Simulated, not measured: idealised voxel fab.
Module name: voxel tone inversion (process module)
This is section cut - it's 155 nm across, gridded in 5 nm square cells.
In what follows, cross-sections appear as grids of square cells, described through bands that run from the top down, where every band is one or more rows of cells. Within each band entry, the heights of the top and of the bottom of the band appear first, in that order and in nm; the materials of the band then follow from left to right, each with its corresponding width in nm. The designation "edge to edge" on a single material indicates that it fills the band from edge to edge; the designation "blank" indicates empty space. Heights are measured from 0, the level below which the as-received wafer is all one material; the lowest band has no bottom and continues downward, written as in "top 0, no bottom". Note: "30->40" means the width goes from the first number (top row of the band) to the second number (bottom row) in equal steps per row of cells. Basically "no change" means that step didn't change any cell in the cross-section. "Enclosed cavity list" lists enclosed empty spaces (at least 8 cells, no open path upward to the top), each as width x height at distance from the left edge, in nm. Where a step's line continues beyond its settings, the continuation is a remark by the simulator itself on that step. overlay nm: mask right of planned place by this much (step with mask). Neg. = left.
### Process steps - plan
- 1: RECEIVE,material Si
- 2: CONFORMAL_DEP,material SiN,thk nm 5
- 3: DIRECTIONAL_DEP,material polySi,thk nm 25
- 4: PATTERN,tone cover,mask id POSTS,material resist,width nm 25,pitch nm 50,thk nm 35,overlay nm 0
- 5: DIRECTIONAL_ETCH,etch materials polySi,depth nm 25
- 6: STRIP,etch materials resist
- 7: FILL_DEP,material lowk,thk nm 5
- 8: CMP,height nm 30
- 9: STRIP,etch materials polySi
- 10: CONFORMAL_DEP,material TiN,thk nm 5
- 11: FILL_DEP,material Ru,thk nm 10
- 12: CMP,height nm 30
- 13: CONFORMAL_DEP,material SiN,thk nm 5
### Run as planned: first of two wafers
### Cross-section: wafer on arrival = after step 1
> top 0, no bottom = Si edge to edge
> Enclosed cavity list: none
### Cross-section through the wafer, step 2 finished
> top 5, bottom 0 = SiN edge to edge
> Whatever lies below 0 is exactly as it was before.
### Cross-section through the wafer, step 3 finished
> top 30, bottom 5 = polySi edge to edge
> Whatever lies below 5 is exactly as it was before.
### Cross-section through the wafer, step 4 finished
> top 65, bottom 30 = blank=15 | resist=25 | blank=25 | resist=25 | blank=25 | resist=25 | blank=15
> Whatever lies below 30 is exactly as it was before.
### Cross-section through the wafer, step 5 finished
> top 65, bottom 30 = blank=15 | resist=25 | blank=25 | resist=25 | blank=25 | resist=25 | blank=15
> top 30, bottom 5 = blank=15 | polySi=25 | blank=25 | polySi=25 | blank=25 | polySi=25 | blank=15
> Whatever lies below 5 is exactly as it was before.
### Cross-section through the wafer, step 6 finished
> top 30, bottom 5 = blank=15 | polySi=25 | blank=25 | polySi=25 | blank=25 | polySi=25 | blank=15
> Whatever lies below 5 is exactly as it was before.
### Cross-section through the wafer, step 7 finished
> top 35, bottom 30 = lowk edge to edge
> top 30, bottom 5 = lowk=15 | polySi=25 | lowk=25 | polySi=25 | lowk=25 | polySi=25 | lowk=15
> Whatever lies below 5 is exactly as it was before.
### Cross-section through the wafer, step 8 finished
> top 30, bottom 5 = lowk=15 | polySi=25 | lowk=25 | polySi=25 | lowk=25 | polySi=25 | lowk=15
> Whatever lies below 5 is exactly as it was before.
### Cross-section through the wafer, step 9 finished
> top 30, bottom 5 = lowk=15 | blank=25 | lowk=25 | blank=25 | lowk=25 | blank=25 | lowk=15
> Whatever lies below 5 is exactly as it was before.
### Cross-section through the wafer, step 10 finished
> top 35, bottom 30 = TiN=20 | blank=15 | TiN=35 | blank=15 | TiN=35 | blank=15 | TiN=20
> top 30, bottom 10 = lowk=15 | TiN=5 | blank=15 | TiN=5 | lowk=25 | TiN=5 | blank=15 | TiN=5 | lowk=25 | TiN=5 | blank=15 | TiN=5 | lowk=15
> top 10, bottom 5 = lowk=15 | TiN=25 | lowk=25 | TiN=25 | lowk=25 | TiN=25 | lowk=15
> Whatever lies below 5 is exactly as it was before.
### Cross-section through the wafer, step 11 finished
> top 45, bottom 35 = Ru edge to edge
> top 35, bottom 30 = TiN=20 | Ru=15 | TiN=35 | Ru=15 | TiN=35 | Ru=15 | TiN=20
> top 30, bottom 10 = lowk=15 | TiN=5 | Ru=15 | TiN=5 | lowk=25 | TiN=5 | Ru=15 | TiN=5 | lowk=25 | TiN=5 | Ru=15 | TiN=5 | lowk=15
> Whatever lies below 10 is exactly as it was before.
### Cross-section through the wafer, step 12 finished
> top 30, bottom 10 = lowk=15 | TiN=5 | Ru=15 | TiN=5 | lowk=25 | TiN=5 | Ru=15 | TiN=5 | lowk=25 | TiN=5 | Ru=15 | TiN=5 | lowk=15
> Whatever lies below 10 is exactly as it was before.
### Cross-section through the wafer, step 13 finished
> top 35, bottom 30 = SiN edge to edge
> Whatever lies below 30 is exactly as it was before.
### Second wafer, same starting state and plan as the first, one mistake in the run, identical through step 8
### Second wafer, section view, time point: scheduled end of step 9
> top 30, bottom 5 = lowk=15 | blank=25 | lowk=25 | blank=25 | lowk=25 | blank=25 | lowk=15
> Whatever lies below 5 is exactly as it was before.
### Second wafer, section view, time point: scheduled end of step 10
> top 35, bottom 30 = TiN=20 | blank=15 | TiN=35 | blank=15 | TiN=35 | blank=15 | TiN=20
> top 30, bottom 10 = lowk=15 | TiN=5 | blank=15 | TiN=5 | lowk=25 | TiN=5 | blank=15 | TiN=5 | lowk=25 | TiN=5 | blank=15 | TiN=5 | lowk=15
> top 10, bottom 5 = lowk=15 | TiN=25 | lowk=25 | TiN=25 | lowk=25 | TiN=25 | lowk=15
> Whatever lies below 5 is exactly as it was before.
### Second wafer, section view, time point: scheduled end of step 11
> top 45, bottom 35 = Ru edge to edge
> top 35, bottom 30 = TiN=20 | Ru=15 | TiN=35 | Ru=15 | TiN=35 | Ru=15 | TiN=20
> top 30, bottom 10 = lowk=15 | TiN=5 | Ru=15 | TiN=5 | lowk=25 | TiN=5 | Ru=15 | TiN=5 | lowk=25 | TiN=5 | Ru=15 | TiN=5 | lowk=15
> Whatever lies below 10 is exactly as it was before.
### Second wafer, section view, time point: scheduled end of step 12
> top 30, bottom 10 = lowk=15 | TiN=5 | Ru=15 | TiN=5 | lowk=25 | TiN=5 | Ru=15 | TiN=5 | lowk=25 | TiN=5 | Ru=15 | TiN=5 | lowk=15
> Whatever lies below 10 is exactly as it was before.
### Second wafer, section view, time point: scheduled end of step 13
> top 35, bottom 30 = SiN edge to edge
> Whatever lies below 30 is exactly as it was before.
What went wrong in running the wafer? the plan had its step 9 run twice
The two wafers finish with the same cross-section, and therefore the mistake leaves the computed outcome of this model unchanged.
